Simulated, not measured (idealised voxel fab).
process module | voxel fin reveal
cross-section cut | 165 nm wide | cells 5 nm
A cross-section is a grid of square cells, given in bands from the top down. A band is one or more rows of cells.
Each band's line starts with the height of the band's top and of its bottom, in nm. Then come its materials from left to right, each with its width in nm. One material with "throughout" fills the band from edge to edge. "air" is empty space.
Height 0 is the level under which the wafer as received is all one material. The lowest band goes on downwards, as in "0 down".
A width such as "30 to 40" changes by the same amount from each row of cells to the next, from the band's top row to its bottom row.
"no change" after a step means that no cell of the cross-section changed.
closed voids: empty space of 8 cells or more with no open way to the top, each as width x height at its distance from the left edge, in nm
after a step's settings: what the simulator itself notes on the step
overlay nm, on a step with a mask: how far to the right of its planned place the mask lay; to the left if negative
plan
1 op RECEIVE | material Si
2 op CONFORMAL_DEP | material SiN | thk nm 10
3 op PATTERN | tone cover | mask id FINS | material resist | width nm 15 | pitch nm 35 | thk nm 20 | overlay nm -15
4 op DIRECTIONAL_ETCH | etch materials SiN | depth nm 10
5 op DIRECTIONAL_ETCH | etch materials Si | depth nm 30
6 op STRIP | etch materials resist
7 op FILL_DEP | material SiO2 | thk nm 10
8 op CMP | height nm 10
9 op SELECTIVE_ETCH | etch materials SiO2 | depth nm 25
10 op STRIP | etch materials SiN
varied across the wafers: overlay nm of step 3. The plan shows the first wafer's value. All wafers start alike
first wafer as received, after step 1
  0 down: Si throughout
  closed voids: none
each wafer at the end: cells of each material gained (+) or lost (-) since it was received, then its closed voids
overlay nm -15 | -162 Si | +81 SiO2 | closed voids: none
overlay nm -10 | -162 Si | +81 SiO2 | closed voids: none
overlay nm -5 | -162 Si | +81 SiO2 | closed voids: none
overlay nm 0 | -162 Si | +81 SiO2 | closed voids: none
overlay nm 5 | -162 Si | +81 SiO2 | closed voids: none
overlay nm 10 | -162 Si | +81 SiO2 | closed voids: none
overlay nm 15 | -162 Si | +81 SiO2 | closed voids: none
